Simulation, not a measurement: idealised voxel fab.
Documented hereafter: the process module known as voxel spacer lines.
The cross-section on display is named cut; it measures 280 nm wide, and its cells are 5 nm squares.
Cross-section = grid of square cells, listed top down in bands; band = one or more rows.
Band: top and bottom heights (nm) first, top before bottom; then materials from left to right, widths in nm. "full width" marks a sole material filling the band edge to edge. "air" denotes empty space.
The level at which height equals 0 is the one under which the wafer, as it arrives, is entirely one material. No lower edge exists for the bottom band, which continues downward and is notated as in "top 0, no bottom".
A width given as "30 to 40" starts at the first number in the band's top row and ends at the second number in its bottom row, shifting by an equal amount at every step from row to row.
What does "no alterations made" mean for a step? It means no cell of the cross-section changed in that step.
"Listed closed voids": empty spaces of 8 cells or more with no open way to the top, each given as width x height at distance, distance from the left edge, all in nm.
That trailing text on a step's line, after the settings, is the simulator's own remark on the step.
overlay nm: mask right of planned place by this much (step with mask). Neg. = left.

# This section lists the process steps that were planned
step 1: RECEIVE with material Si
step 2: CONFORMAL_DEP with material Al2O3, thk nm 5
step 3: DIRECTIONAL_DEP with material SiN, thk nm 15
step 4: DIRECTIONAL_DEP with material polySi, thk nm 25
step 5: PATTERN with tone cover, mask id MANDREL, material resist, width nm 25, pitch nm 70, thk nm 30, overlay nm 0
step 6: DIRECTIONAL_ETCH with etch materials polySi, depth nm 25
step 7: STRIP with etch materials resist
step 8: CONFORMAL_DEP with material SiO2, thk nm 10
step 9: DIRECTIONAL_ETCH with etch materials SiO2, depth nm 10
step 10: STRIP with etch materials polySi
step 11: DIRECTIONAL_ETCH with etch materials SiN, depth nm 15
step 12: STRIP with etch materials SiO2

# Cross-section: wafer on arrival = after step 1
* top 0, no bottom | Si full width
* Listed closed voids: none

# Figure: cross-sectional view of the wafer upon completion of the module, processed from the initial state and according to the plan depicted above, with one error introduced during execution
* top 55, bottom 45 | air=45  Al2O3=45  air=25  Al2O3=45  air=25  Al2O3=45  air=50
* top 45, bottom 30 | air=45  Al2O3=10  polySi=25  Al2O3=10  air=25  Al2O3=10  polySi=25  Al2O3=10  air=25  Al2O3=10  polySi=25  Al2O3=10  air=50
* top 30, bottom 20 | Al2O3=55  polySi=25  Al2O3=45  polySi=25  Al2O3=45  polySi=25  Al2O3=60
* top 20, bottom 5 | SiN full width
* top 5, bottom 0 | Al2O3 full width
* top 0, no bottom | Si full width
* Listed closed voids: none
Want to know what went wrong? step 8 did not happen as planned, as run it was CONFORMAL_DEP with material Al2O3, thk nm 10
